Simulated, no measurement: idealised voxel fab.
process module | voxel plated lines
cross-section cut | 215 nm wide | cells 5 nm
A cross-section is a grid of square cells, given in bands from the top down. A band is one or more rows of cells.
Each band's line starts with the height of the band's top and of its bottom, in nm. Then come its materials from left to right, each with its width in nm. One material with "throughout" fills the band from edge to edge. "air" is empty space.
Height 0 is the level under which the wafer as received is all one material. The lowest band goes on downwards, as in "0 down".
A width such as "30 to 40" changes by the same amount from each row of cells to the next, from the band's top row to its bottom row.
"no change" after a step means that no cell of the cross-section changed.
closed voids: empty space of 8 cells or more with no open way to the top, each as width x height at its distance from the left edge, in nm
after a step's settings: what the simulator itself notes on the step
overlay nm, on a step with a mask: how far to the right of its planned place the mask lay; to the left if negative
plan
1 op RECEIVE | material Si
2 op CONFORMAL_DEP | material SiO2 | thk nm 5
3 op DIRECTIONAL_DEP | material TiN | thk nm 5
4 op PATTERN | tone open | mask id LINES | material resist | width nm 30 | pitch nm 60 | thk nm 35 | overlay nm 0
5 op EPI | material Ru | thk nm 10
6 op EPI | material Ru | thk nm 5
7 op EPI | material Ru | thk nm 10
8 op STRIP | etch materials resist
9 op DIRECTIONAL_ETCH | etch materials TiN | depth nm 5
10 op CONFORMAL_DEP | material SiCN | thk nm 5
as received, after step 1
  0 down: Si throughout
  closed voids: none
first wafer at the end, as planned
  40 to 35: air 55 | SiCN 40 | air 20 | SiCN 40 | air 60
  35 to 10: air 55 | SiCN 5 | Ru 30 | SiCN 5 | air 20 | SiCN 5 | Ru 30 | SiCN 5 | air 60
  10 to 5: SiCN 60 | TiN 30 | SiCN 30 | TiN 30 | SiCN 65
  5 to 0: SiO2 throughout
  0 down: Si throughout
  closed voids: none
second wafer at the end: like start, like plan, one mistake
  35 to 30: air 55 | SiCN 40 | air 20 | SiCN 40 | air 60
  30 to 5: air 55 | SiCN 5 | Ru 30 | SiCN 5 | air 20 | SiCN 5 | Ru 30 | SiCN 5 | air 60
  5 to 0: SiCN 60 | TiN 30 | SiCN 30 | TiN 30 | SiCN 65
  0 down: Si throughout
  closed voids: none
what went wrong: step 2 was left out
at the end the second wafer has, in cells: 43 fewer of SiO2
